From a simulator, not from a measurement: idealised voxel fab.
process module | voxel air gaps
The cross-section on display is named cut; it measures 150 nm wide, and its cells are 5 nm squares.
Cross-sections here: square-cell grids, written as top-down lists of bands, a band being one or more rows of cells. Per band: top height and bottom height in nm, followed by the left-to-right materials and their widths in nm; "all across" marks a single material spanning edge to edge, "blank" marks empty space. Where do heights start? At 0: under that level the wafer as delivered is made of one material only. And the lowest band has no floor; it just carries on downward, as in "0 and below". The expression "30..40" gives the width at the extremes of the band, the first number at its top row of cells and the second at its bottom row, with the width changing by equal amounts from each row to the next in between. "remained the same" after a step means that no cell of the cross-section changed. Voids not open to the top, 8 cells minimum: see "Closed void listing". Written width x height at distance; distance is from the left edge; nm. Formally, on a step line, whatever follows the settings is a remark that the simulator itself makes on the step. A step's line can hold "overlay nm"; with a mask on that step, the setting says how far right of the planned place the mask lay, while a negative setting says it lay to the left.

STEPS PLANNED FOR THE PROCESS
1) op RECEIVE | material Si
2) op CONFORMAL_DEP | material SiO2 | thk nm 15
3) op CONFORMAL_DEP | material SiN | thk nm 5
4) op DIRECTIONAL_DEP | material SiO2 | thk nm 35
5) op MASKED_ETCH | tone open | mask id LINES | width nm 20 | pitch nm 45 | etch materials SiO2 | depth nm 35 | overlay nm -5
6) op CONFORMAL_DEP | material TiN | thk nm 5
7) op FILL_DEP | material Ru | thk nm 5
8) op CMP | height nm 55
9) op EPI | material Ru | thk nm 10
10) op SELECTIVE_ETCH | etch materials SiO2 | depth nm 45
11) op CONFORMAL_DEP | material SiN | thk nm 5
Across this set of wafers, the varied parameter is the overlay nm of step 5. Starting conditions are identical for every wafer, and the plan reports the value assigned to the first wafer.

CROSS-SECTION OF THE FIRST OF SEVERAL WAFERS ON RECEIPT, REFLECTING COMPLETION OF STEP 1
* 0 and below  Si all across
* Closed void listing: none

FIRST OF SEVERAL WAFERS, SECTIONED AT END OF MODULE (LAST STEP: STEP 11)
* 70 down to 65  140 nm SiN, 10 nm blank
* 65 down to 55  5 nm SiN, 40 nm Ru, 5 nm SiN, 40 nm Ru, 5 nm SiN, 40 nm Ru, 5 nm SiN, 10 nm blank
* 55 down to 50  15 nm SiN, 5 nm TiN, 10 nm Ru, 5 nm TiN, 25 nm SiN, 5 nm TiN, 10 nm Ru, 5 nm TiN, 25 nm SiN, 5 nm TiN, 10 nm Ru, 5 nm TiN, 15 nm SiN, 10 nm blank
* 50 down to 25  10 nm blank, 5 nm SiN, 5 nm TiN, 10 nm Ru, 5 nm TiN, 5 nm SiN, 15 nm blank, 5 nm SiN, 5 nm TiN, 10 nm Ru, 5 nm TiN, 5 nm SiN, 15 nm blank, 5 nm SiN, 5 nm TiN, 10 nm Ru, 5 nm TiN, 5 nm SiN, 20 nm blank
* 25 down to 20  15 nm SiN, 20 nm TiN, 25 nm SiN, 20 nm TiN, 25 nm SiN, 20 nm TiN, 25 nm SiN
* 20 down to 15  SiN all across
* 15 down to 0  SiO2 all across
* 0 and below  Si all across
* Closed void listing: 10 x 25 at 0; 15 x 25 at 40; 15 x 25 at 85

THE LAST WAFER AS SEEN IN CROSS-SECTION AT THE END OF THE MODULE
* 70 down to 65  10 nm blank, 140 nm SiN
* 65 down to 55  10 nm blank, 5 nm SiN, 40 nm Ru, 5 nm SiN, 40 nm Ru, 5 nm SiN, 40 nm Ru, 5 nm SiN
* 55 down to 50  10 nm blank, 15 nm SiN, 5 nm TiN, 10 nm Ru, 5 nm TiN, 25 nm SiN, 5 nm TiN, 10 nm Ru, 5 nm TiN, 25 nm SiN, 5 nm TiN, 10 nm Ru, 5 nm TiN, 15 nm SiN
* 50 down to 25  20 nm blank, 5 nm SiN, 5 nm TiN, 10 nm Ru, 5 nm TiN, 5 nm SiN, 15 nm blank, 5 nm SiN, 5 nm TiN, 10 nm Ru, 5 nm TiN, 5 nm SiN, 15 nm blank, 5 nm SiN, 5 nm TiN, 10 nm Ru, 5 nm TiN, 5 nm SiN, 10 nm blank
* 25 down to 20  25 nm SiN, 20 nm TiN, 25 nm SiN, 20 nm TiN, 25 nm SiN, 20 nm TiN, 15 nm SiN
* 20 down to 15  SiN all across
* 15 down to 0  SiO2 all across
* 0 and below  Si all across
* Closed void listing: 15 x 25 at 50; 15 x 25 at 95; 10 x 25 at 140

ROWS = WAFERS. AT MODULE END, EACH ROW LISTS PER MATERIAL THE CELLS GAINED (+) OR LOST (-) SINCE THE WAFER WAS RECEIVED, THEN THE CLOSED VOIDS
overlay nm -5 | +84 Ru | +130 SiN | +90 SiO2 | +48 TiN | Closed void listing: 10 x 25 at 0; 15 x 25 at 40; 15 x 25 at 85
overlay nm 0 | +84 Ru | +130 SiN | +90 SiO2 | +48 TiN | Closed void listing: 15 x 25 at 45; 15 x 25 at 90
overlay nm 5 | +84 Ru | +130 SiN | +90 SiO2 | +48 TiN | Closed void listing: 15 x 25 at 50; 15 x 25 at 95; 10 x 25 at 140
